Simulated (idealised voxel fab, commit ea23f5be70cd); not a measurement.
Process module name: voxel self aligned contacts
The cross-section shown here is cut; it is 220 nm wide and divided into square cells measuring 5 nm on a side.
This document writes a cross-section as a grid whose cells are square, and gives it as bands, listed from the top down; one or more rows of cells form a band. Each band's line starts with the height of the band's top and of its bottom, in nm. Then come its materials from left to right, each with its width in nm. One material with "all across" fills the band from edge to edge. "air" is empty space. The level at which height equals 0 is the one under which the wafer, as it arrives, is entirely one material. No lower edge exists for the bottom band, which continues downward and is notated as in "0 and below". The expression "30 to 40" gives the width at the extremes of the band, the first number at its top row of cells and the second at its bottom row, with the width changing by equal amounts from each row to the next in between. What does "remains unaltered" mean for a step? It means no cell of the cross-section changed in that step. Look at "Closed voids list" for the closed voids: empty spaces with no open path to the top, sized 8 cells or up. Each is width x height at distance, distance from the left edge, all nm. If you see something after the settings on a step's line, that's the simulator's own remark about that step. For masked steps, "overlay nm" on the step line gives how far right of plan the mask actually lay; a minus sign means it lay to the left.
[These are the steps we planned for the process]
1. RECEIVE | material Si
2. CONFORMAL_DEP | material SiO2 | thk nm 5
3. DIRECTIONAL_DEP | material polySi | thk nm 25
4. DIRECTIONAL_DEP | material SiN | thk nm 15
5. PATTERN | tone cover | mask id GATE | material resist | width nm 35 | pitch nm 70 | thk nm 20 | overlay nm 0
6. DIRECTIONAL_ETCH | etch materials SiN | depth nm 15
7. DIRECTIONAL_ETCH | etch materials polySi | depth nm 25
8. STRIP | etch materials resist
9. CONFORMAL_DEP | material SiN | thk nm 5
10. DIRECTIONAL_ETCH | etch materials SiN | depth nm 5
11. FILL_DEP | material SiO2 | thk nm 10
12. CMP | height nm 50
13. DIRECTIONAL_DEP | material aC | thk nm 10
14. PATTERN | tone open | mask id CONTACT | material resist | width nm 55 | pitch nm 70 | thk nm 30 | overlay nm 0
15. DIRECTIONAL_ETCH | etch materials aC | depth nm 10
16. STRIP | etch materials resist
17. DIRECTIONAL_ETCH | etch materials SiO2 | depth nm 40
18. STRIP | etch materials aC
19. CONFORMAL_DEP | material TiN | thk nm 5
20. FILL_DEP | material Ru | thk nm 10
21. CMP | height nm 50
22. CONFORMAL_DEP | material SiCN | thk nm 5
Keep in mind the plan's value for the depth nm of step 17 comes from the first wafer; the wafers don't share that setting, but they do share the same starting point.
[Cross-section of the first of several wafers on receipt, reflecting completion of step 1]
* 0 and below  Si all across
* Closed voids list: none
[Tabulated below, wafer by wafer, are the end-of-module results: for each material, the number of cells gained (+) or lost (-) relative to the as-received state, followed by the closed voids]
depth nm 40; +42 Ru; +44 SiCN; +111 SiN; +132 SiO2; +50 TiN; +105 polySi; Closed voids list: none
depth nm 45; +48 Ru; +44 SiCN; +111 SiN; +122 SiO2; +54 TiN; +105 polySi; Closed voids list: none
depth nm 50; +54 Ru; +44 SiCN; +111 SiN; +112 SiO2; +58 TiN; +105 polySi; Closed voids list: none
depth nm 55; +54 Ru; +44 SiCN; +111 SiN; +112 SiO2; +58 TiN; +105 polySi; Closed voids list: none
depth nm 60; +54 Ru; +44 SiCN; +111 SiN; +112 SiO2; +58 TiN; +105 polySi; Closed voids list: none
depth nm 65; +54 Ru; +44 SiCN; +111 SiN; +112 SiO2; +58 TiN; +105 polySi; Closed voids list: none
